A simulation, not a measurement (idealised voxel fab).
Module name: voxel air gaps (process module)
The cross-section shown here is cut; it is 200 nm wide and divided into square cells measuring 5 nm on a side.
Cross-sections here: square-cell grids, written as top-down lists of bands, a band being one or more rows of cells. Per band: top height and bottom height in nm, followed by the left-to-right materials and their widths in nm; "everywhere" marks a single material spanning edge to edge, "blank" marks empty space. Height reference: 0 = level under which incoming wafer is all one material. Lowest band: no bottom, runs on downward, e.g. "0 -> down". The expression "30 to 40" gives the width at the extremes of the band, the first number at its top row of cells and the second at its bottom row, with the width changing by equal amounts from each row to the next in between. Given "changes: none" for a step, no cell of the cross-section differs between before and after that step. The list in "Closed void roster" covers empty spaces of 8 cells or more that cannot reach the top through any open way, and it gives each as width x height at distance; the distance is from the left edge, and width, height and distance are in nm. Past the settings on a step's line: simulator remark, on that step. "overlay nm" on a masked step: distance the mask lay right of its planned place, negative for left.
# Steps planned for the process
1 RECEIVE,material Si
2 CONFORMAL_DEP,material SiO2,thk nm 15
3 CONFORMAL_DEP,material SiCN,thk nm 5
4 DIRECTIONAL_DEP,material lowk,thk nm 30
5 PATTERN,tone open,mask id LINES,material resist,width nm 20,pitch nm 45,thk nm 20,overlay nm 0
6 DIRECTIONAL_ETCH,etch materials lowk,depth nm 30
7 STRIP,etch materials resist
8 CONFORMAL_DEP,material TiN,thk nm 5
9 FILL_DEP,material Ru,thk nm 5
10 CMP,height nm 50
11 EPI,material Ru,thk nm 10
12 SELECTIVE_ETCH,etch materials lowk,depth nm 40
13 CONFORMAL_DEP,material SiCN,thk nm 5
# Here's what the wafer looked like in cross-section when it arrived - that's after step 1
> 0 -> down = Si everywhere
> Closed void roster: none
# Here's the cross-section of the first of our two wafers at the end of the module - it ran as planned
> 65 -> 60 = blank (30), SiCN (140), blank (30)
> 60 -> 50 = blank (30), SiCN (5), Ru (40), SiCN (5), Ru (40), SiCN (5), Ru (40), SiCN (5), blank (30)
> 50 -> 45 = blank (30), SiCN (15), TiN (5), Ru (10), TiN (5), SiCN (25), TiN (5), Ru (10), TiN (5), SiCN (25), TiN (5), Ru (10), TiN (5), SiCN (15), blank (30)
> 45 -> 25 = blank (40), SiCN (5), TiN (5), Ru (10), TiN (5), SiCN (5), blank (15), SiCN (5), TiN (5), Ru (10), TiN (5), SiCN (5), blank (15), SiCN (5), TiN (5), Ru (10), TiN (5), SiCN (5), blank (40)
> 25 -> 20 = SiCN (45), TiN (20), SiCN (25), TiN (20), SiCN (25), TiN (20), SiCN (45)
> 20 -> 15 = SiCN everywhere
> 15 -> 0 = SiO2 everywhere
> 0 -> down = Si everywhere
> Closed void roster: 15 x 20 at 70; 15 x 20 at 115
# Cross-section of the latter of the two wafers at module completion. It had an identical start and an identical plan to the former; in running it, one mistake was made
> 65 -> 60 = blank (30), SiCN (145), blank (25)
> 60 -> 50 = blank (30), SiCN (5), Ru (135), SiCN (5), blank (25)
> 50 -> 45 = blank (30), SiCN (15), TiN (5), Ru (15), TiN (5), lowk (20), TiN (5), Ru (15), TiN (5), lowk (20), TiN (5), Ru (15), TiN (5), SiCN (15), blank (25)
> 45 -> 25 = blank (40), SiCN (5), TiN (5), Ru (15), TiN (5), lowk (20), TiN (5), Ru (15), TiN (5), lowk (20), TiN (5), Ru (15), TiN (5), SiCN (5), blank (35)
> 25 -> 20 = SiCN (45), TiN (25), lowk (20), TiN (25), lowk (20), TiN (25), SiCN (40)
> 20 -> 15 = SiCN everywhere
> 15 -> 0 = SiO2 everywhere
> 0 -> down = Si everywhere
> Closed void roster: none
Finding, execution versus plan: step 5 was processed under conditions differing from the plan, specifically as PATTERN,tone open,mask id LINES,material resist,width nm 25,pitch nm 45,thk nm 20,overlay nm 0
Wrapping up, a cell-based count of both wafers puts the second over or under the first for these materials: 21 more of Ru, 40 fewer of SiCN, 3 more of TiN, 48 more of lowk
closed voids at the end (first wafer, second wafer): 2, 0
